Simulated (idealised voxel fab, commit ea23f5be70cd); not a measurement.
The following process module bears the name voxel released beams.
Section cut is 205 nm wide and gridded with 5 nm square cells.
A cross-section is a grid of square cells, given in bands from the top down. A band is one or more rows of cells. Each band's line starts with the height of the band's top and of its bottom, in nm. Then come its materials from left to right, each with its width in nm. One material with "everywhere" fills the band from edge to edge. "blank" is empty space. Heights are expressed relative to 0, this being the level below which the as-received wafer comprises one material exclusively. The lowest band is unbounded in the downward direction and is denoted as in "0 and below". When a width is written as two numbers, as in "30..40", the first number is the width in the top row of cells of the band and the second is the width in its bottom row, and the width changes by the same amount from each row to the next. "no change occurred" means the step left every cell of the cross-section as it was. Enclosed voids (no open way to top), threshold 8 cells or more, entry "Closed void list", notation width x height at distance, distance from left edge, nm. That trailing text on a step's line, after the settings, is the simulator's own remark on the step. "overlay nm", when on a step's line for a step with a mask, measures how far to the right of its planned place the mask lay; a negative measure means to the left.
# The planned process steps are enumerated hereunder
1) RECEIVE | material Si
2) CONFORMAL_DEP | material Al2O3 | thk nm 10
3) DIRECTIONAL_DEP | material SiO2 | thk nm 10
4) DIRECTIONAL_DEP | material aC | thk nm 10
5) PATTERN | tone open | mask id ANCHOR | material resist | width nm 35 | thk nm 25 | overlay nm 0
6) DIRECTIONAL_ETCH | etch materials aC | depth nm 10
7) STRIP | etch materials resist
8) DIRECTIONAL_ETCH | etch materials SiO2 | depth nm 10
9) STRIP | etch materials aC
10) CONFORMAL_DEP | material polySi | thk nm 15
11) MASKED_ETCH | tone cover | mask id BEAM | width nm 85 | etch materials polySi | depth nm 15 | overlay nm 0
12) STRIP | etch materials SiO2
# Cross-section: wafer on arrival = after step 1
- 0 and below: Si everywhere
- Closed void list: none
# Cross-section taken at module completion on the first of two wafers; processed per the plan
- 35 down to 25: blank: 55  polySi: 20  blank: 5  polySi: 60  blank: 65
- 25 down to 20: blank: 55  polySi: 85  blank: 65
- 20 down to 10: blank: 60  polySi: 35  blank: 110
- 10 down to 0: Al2O3 everywhere
- 0 and below: Si everywhere
- Closed void list: none
# Presented here is a cross-section of the second of the two wafers as it stood at the end of the module. It was started in the same manner and assigned the same plan as the first wafer; however, one mistake was made in its execution
- 20 down to 10: blank: 60  polySi: 15  blank: 5  polySi: 15  blank: 110
- 10 down to 0: Al2O3 everywhere
- 0 and below: Si everywhere
- Closed void list: none
Run error: contrary to plan, step 11 was performed as MASKED_ETCH | tone open | mask id BEAM | width nm 85 | etch materials polySi | depth nm 15 | overlay nm 0
Wafer comparison, final, in cells, second relative to first, materials more or fewer: polySi -51
